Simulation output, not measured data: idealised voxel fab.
process module | voxel wiring stack
cross-section cut | 235 nm wide | cells 5 nm
A cross-section is a grid of square cells, given in bands from the top down. A band is one or more rows of cells.
Each band's line starts with the height of the band's top and of its bottom, in nm. Then come its materials from left to right, each with its width in nm. One material with "throughout" fills the band from edge to edge. "air" is empty space.
Height 0 is the level under which the wafer as received is all one material. The lowest band goes on downwards, as in "0 down".
A width such as "30 to 40" changes by the same amount from each row of cells to the next, from the band's top row to its bottom row.
"no change" after a step means that no cell of the cross-section changed.
closed voids: empty space of 8 cells or more with no open way to the top, each as width x height at its distance from the left edge, in nm
after a step's settings: what the simulator itself notes on the step
overlay nm, on a step with a mask: how far to the right of its planned place the mask lay; to the left if negative
plan
1 op RECEIVE | material Si
2 op CONFORMAL_DEP | material SiO2 | thk nm 10
3 op CONFORMAL_DEP | material SiCN | thk nm 5
4 op DIRECTIONAL_DEP | material lowk | thk nm 20
5 op DIRECTIONAL_DEP | material aC | thk nm 10
6 op PATTERN | tone open | mask id METAL_1 | material resist | width nm 20 | pitch nm 40 | thk nm 30 | overlay nm 0
7 op DIRECTIONAL_ETCH | etch materials aC | depth nm 10
8 op STRIP | etch materials resist
9 op DIRECTIONAL_ETCH | etch materials lowk | depth nm 20
10 op DIRECTIONAL_ETCH | etch materials SiCN | depth nm 5
11 op STRIP | etch materials aC
12 op CONFORMAL_DEP | material TiN | thk nm 5
13 op FILL_DEP | material Cu | thk nm 5
14 op CMP | height nm 35
15 op CONFORMAL_DEP | material SiCN | thk nm 5
16 op DIRECTIONAL_DEP | material lowk | thk nm 30
17 op MASKED_ETCH | tone open | mask id METAL_2_HOLES | width nm 15 | pitch nm 40 | etch materials lowk | depth nm 30 | overlay nm 0
18 op MASKED_ETCH | tone open | mask id METAL_2 | width nm 20 | pitch nm 40 | etch materials lowk | depth nm 20 | overlay nm 0
19 op MASKED_ETCH | tone open | mask id METAL_2 | width nm 20 | pitch nm 40 | etch materials SiCN | depth nm 5 | overlay nm 0
20 op CONFORMAL_DEP | material TiN | thk nm 5
21 op FILL_DEP | material Ru | thk nm 10
22 op CMP | height nm 70
23 op CONFORMAL_DEP | material SiCN | thk nm 5
as received, after step 1
  0 down: Si throughout
  closed voids: none
first wafer at the end, as planned
  75 to 70: SiCN throughout
  70 to 55: lowk 85 | TiN 5 | Ru 10 | TiN 5 | lowk 20 | TiN 5 | Ru 10 | TiN 5 | lowk 90
  55 to 50: lowk 85 | TiN 5 | Ru 5 | TiN 10 | lowk 20 | TiN 5 | Ru 5 | TiN 10 | lowk 90
  50 to 40: lowk 85 | TiN 5 | Ru 5 | TiN 5 | lowk 25 | TiN 5 | Ru 5 | TiN 5 | lowk 95
  40 to 35: SiCN 85 | TiN 15 | SiCN 25 | TiN 15 | SiCN 95
  35 to 15: lowk 85 | TiN 5 | Cu 10 | TiN 5 | lowk 20 | TiN 5 | Cu 10 | TiN 5 | lowk 90
  15 to 10: SiCN 85 | TiN 20 | SiCN 20 | TiN 20 | SiCN 90
  10 to 0: SiO2 throughout
  0 down: Si throughout
  closed voids: none
second wafer at the end: like start, like plan, one mistake
  75 to 70: SiCN throughout
  70 to 55: lowk 85 | TiN 5 | Ru 10 | TiN 5 | lowk 20 | TiN 5 | Ru 10 | TiN 5 | lowk 90
  55 to 50: lowk 85 | TiN 5 | Ru 5 | TiN 10 | lowk 20 | TiN 5 | Ru 5 | TiN 10 | lowk 90
  50 to 40: lowk 85 | TiN 5 | Ru 5 | TiN 5 | lowk 25 | TiN 5 | Ru 5 | TiN 5 | lowk 95
  40 to 30: SiCN 85 | TiN 15 to 20 | SiCN 25 to 20 | TiN 15 to 20 | SiCN 95 to 90
  30 to 10: lowk throughout
  10 to 0: SiO2 throughout
  0 down: Si throughout
  closed voids: none
what went wrong: steps 3 and 4 were swapped
at the end the second wafer has, in cells: 16 fewer of Cu | 16 fewer of TiN | 32 more of lowk
